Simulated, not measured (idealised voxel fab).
Proc. module: voxel lift off
Each square cell in cross-section cut measures 5 nm, and the section as a whole is 300 nm wide.
When this document writes out a cross-section, it uses a grid of square cells and lists it as bands, beginning at the top and moving down, with a band standing for one or more rows of cells. Top, bottom (nm), then materials left to right with widths (nm); lone material tagged "throughout" fills the whole band edge to edge; "air" = empty space. Ref level 0: as-received wafer is one material below here. Bottom band extends down with no lower bound ("top 0, no bottom"). Top row gets the first number, bottom row gets the second, and each row in between changes by the same step: that is how a band width like "30..40" works. "remained unchanged" after a step means that no cell of the cross-section changed. "Closed voids list" enumerates empty spaces isolated from the top, with no open way to it, that contain at least 8 cells, giving each as width x height at distance from the left edge, all three in nm. Where a step's line continues beyond its settings, the continuation is a remark by the simulator itself on that step. The optional step-line setting "overlay nm" applies to steps with a mask and quantifies how far to the right of its planned location the mask lay, a negative value indicating leftward placement.

Listed below are the process steps as planned
1 RECEIVE (material Si)
2 CONFORMAL_DEP (material SiN; thk nm 10)
3 PATTERN (tone open; mask id LINES; material resist; width nm 25; pitch nm 45; thk nm 15; overlay nm 0)
4 DIRECTIONAL_DEP (material Ru; thk nm 5)
5 STRIP (etch materials resist)
6 CONFORMAL_DEP (material SiCN; thk nm 5)

The cross-section here shows the wafer as received, i.e. in its state after step 1
- top 0, no bottom  Si throughout
- Closed voids list: none

First of two wafers, end-of-module section, run followed plan
- top 20, bottom 15  air: 65 / SiCN: 35 / air: 10 / SiCN: 35 / air: 10 / SiCN: 35 / air: 10 / SiCN: 35 / air: 65
- top 15, bottom 10  SiCN: 70 / Ru: 25 / SiCN: 20 / Ru: 25 / SiCN: 20 / Ru: 25 / SiCN: 20 / Ru: 25 / SiCN: 70
- top 10, bottom 0  SiN throughout
- top 0, no bottom  Si throughout
- Closed voids list: none

Second wafer of the two, sectioned at the end of the module. It began like the first and followed the same plan, but one mistake was made while running it
- top 20, bottom 15  air: 65 / SiCN: 35 / air: 10 / SiCN: 35 / air: 10 / SiCN: 35 / air: 10 / SiCN: 35 / air: 65
- top 15, bottom 10  SiCN: 70 / Ru: 25 / SiCN: 20 / Ru: 25 / SiCN: 20 / Ru: 25 / SiCN: 20 / Ru: 25 / SiCN: 70
- top 10, bottom 0  Ru throughout
- top 0, no bottom  Si throughout
- Closed voids list: none
Diagnosis: the process deviated at step 2: the operation and settings actually run there were CONFORMAL_DEP (material Ru; thk nm 10)
at the end the second wafer has, in cells: Ru: 120 more | SiN: 120 fewer
